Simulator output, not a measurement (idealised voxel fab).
process module | voxel trench capacitor
cross-section cut | 165 nm wide | cells 5 nm
A cross-section is a grid of square cells, given in bands from the top down. A band is one or more rows of cells.
Each band's line starts with the height of the band's top and of its bottom, in nm. Then come its materials from left to right, each with its width in nm. One material with "throughout" fills the band from edge to edge. "air" is empty space.
Height 0 is the level under which the wafer as received is all one material. The lowest band goes on downwards, as in "0 down".
A width such as "30 to 40" changes by the same amount from each row of cells to the next, from the band's top row to its bottom row.
"no change" after a step means that no cell of the cross-section changed.
closed voids: empty space of 8 cells or more with no open way to the top, each as width x height at its distance from the left edge, in nm
after a step's settings: what the simulator itself notes on the step
overlay nm, on a step with a mask: how far to the right of its planned place the mask lay; to the left if negative
plan
1 op RECEIVE | material Si
2 op CONFORMAL_DEP | material SiN | thk nm 10
3 op MASKED_ETCH | tone open | mask id TRENCH | width nm 30 | pitch nm 60 | etch materials SiN | depth nm 10 | overlay nm 0
4 op MASKED_ETCH | tone open | mask id TRENCH | width nm 30 | pitch nm 60 | etch materials Si | depth nm 35 | overlay nm -15
5 op CONFORMAL_DEP | material Al2O3 | thk nm 5
6 op CONFORMAL_DEP | material TiN | thk nm 5
7 op FILL_DEP | material W | thk nm 10
8 op CMP | height nm 10
varied across the wafers: overlay nm of step 4. The plan shows the first wafer's value. All wafers start alike
first wafer as received, after step 1
  0 down: Si throughout
  closed voids: none
each wafer at the end: cells of each material gained (+) or lost (-) since it was received, then its closed voids
overlay nm -15 | +44 Al2O3 | -42 Si | +42 SiN | +22 TiN | closed voids: none
overlay nm -10 | +44 Al2O3 | -56 Si | +42 SiN | +36 TiN | closed voids: none
overlay nm -5 | +44 Al2O3 | -70 Si | +42 SiN | +36 TiN | +14 W | closed voids: none
overlay nm 0 | +44 Al2O3 | -84 Si | +42 SiN | +36 TiN | +28 W | closed voids: none
overlay nm 5 | +44 Al2O3 | -70 Si | +42 SiN | +36 TiN | +14 W | closed voids: none
overlay nm 10 | +44 Al2O3 | -56 Si | +42 SiN | +36 TiN | closed voids: none
overlay nm 15 | +44 Al2O3 | -42 Si | +42 SiN | +22 TiN | closed voids: none
